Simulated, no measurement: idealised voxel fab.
process module | voxel gate over fins
cross-section cut | 250 nm wide | cells 5 nm
A cross-section is a grid of square cells, given in bands from the top down. A band is one or more rows of cells.
Each band's line starts with the height of the band's top and of its bottom, in nm. Then come its materials from left to right, each with its width in nm. One material with "throughout" fills the band from edge to edge. "air" is empty space.
Height 0 is the level under which the wafer as received is all one material. The lowest band goes on downwards, as in "0 down".
A width such as "30 to 40" changes by the same amount from each row of cells to the next, from the band's top row to its bottom row.
"no change" after a step means that no cell of the cross-section changed.
closed voids: empty space of 8 cells or more with no open way to the top, each as width x height at its distance from the left edge, in nm
after a step's settings: what the simulator itself notes on the step
overlay nm, on a step with a mask: how far to the right of its planned place the mask lay; to the left if negative
plan
1 op RECEIVE | material Si
2 op CONFORMAL_DEP | material SiN | thk nm 5
3 op PATTERN | tone cover | mask id FINS | material resist | width nm 15 | pitch nm 50 | thk nm 20 | overlay nm 0
4 op DIRECTIONAL_ETCH | etch materials SiN | depth nm 5
5 op DIRECTIONAL_ETCH | etch materials Si | depth nm 35
6 op STRIP | etch materials resist
7 op OXIDIZE | depth nm 5
8 op FILL_DEP | material SiO2 | thk nm 15
9 op CMP | height nm 5
10 op PATTERN | tone open | mask id RAIL | material resist | width nm 15 | thk nm 20 | overlay nm 0
11 op DIRECTIONAL_ETCH | etch materials SiO2 | depth nm 35
12 op STRIP | etch materials resist
13 op CONFORMAL_DEP | material TiN | thk nm 5
14 op FILL_DEP | material W | thk nm 5
15 op CMP | height nm 5
16 op SELECTIVE_ETCH | etch materials W Ru TiN | depth nm 25
17 op FILL_DEP | material SiO2 | thk nm 5
18 op CMP | height nm 5
19 op SELECTIVE_ETCH | etch materials SiO2 | depth nm 20
20 op STRIP | etch materials SiN
21 op CONFORMAL_DEP | material HfO2 | thk nm 5
22 op CONFORMAL_DEP | material TiN | thk nm 5
23 op FILL_DEP | material W | thk nm 10
24 op CMP | height nm 15
25 op CONFORMAL_DEP | material SiN | thk nm 5
as received, after step 1
  0 down: Si throughout
  closed voids: none
a wafer at the end: this start, this plan, one mistake
  20 to 15: SiN throughout
  15 to 5: W throughout
  5 to 0: W 65 | TiN 15 | W 35 | TiN 15 | W 35 | TiN 15 | W 70
  0 to -10: W 65 | TiN 5 | Si 5 | TiN 5 | W 35 | TiN 5 | Si 5 | TiN 5 | W 35 | TiN 5 | Si 5 | TiN 5 | W 70
  -10 to -15: TiN 70 | Si 5 | TiN 45 | Si 5 | TiN 45 | Si 5 | TiN 75
  -15 to -20: SiO2 70 | Si 5 | SiO2 45 | Si 5 | SiO2 45 | Si 5 | SiO2 75
  -20 to -25: SiO2 70 | Si 5 | SiO2 15 | TiN 5 | W 5 | TiN 5 | SiO2 15 | Si 5 | SiO2 45 | Si 5 | SiO2 75
  -25 to -30: SiO2 70 | Si 5 | SiO2 15 | TiN 15 | SiO2 15 | Si 5 | SiO2 45 | Si 5 | SiO2 75
  -30 to -40: SiO2 70 | Si 5 | SiO2 45 | Si 5 | SiO2 45 | Si 5 | SiO2 75
  -40 down: Si throughout
  closed voids: none
what went wrong: step 21 was left out
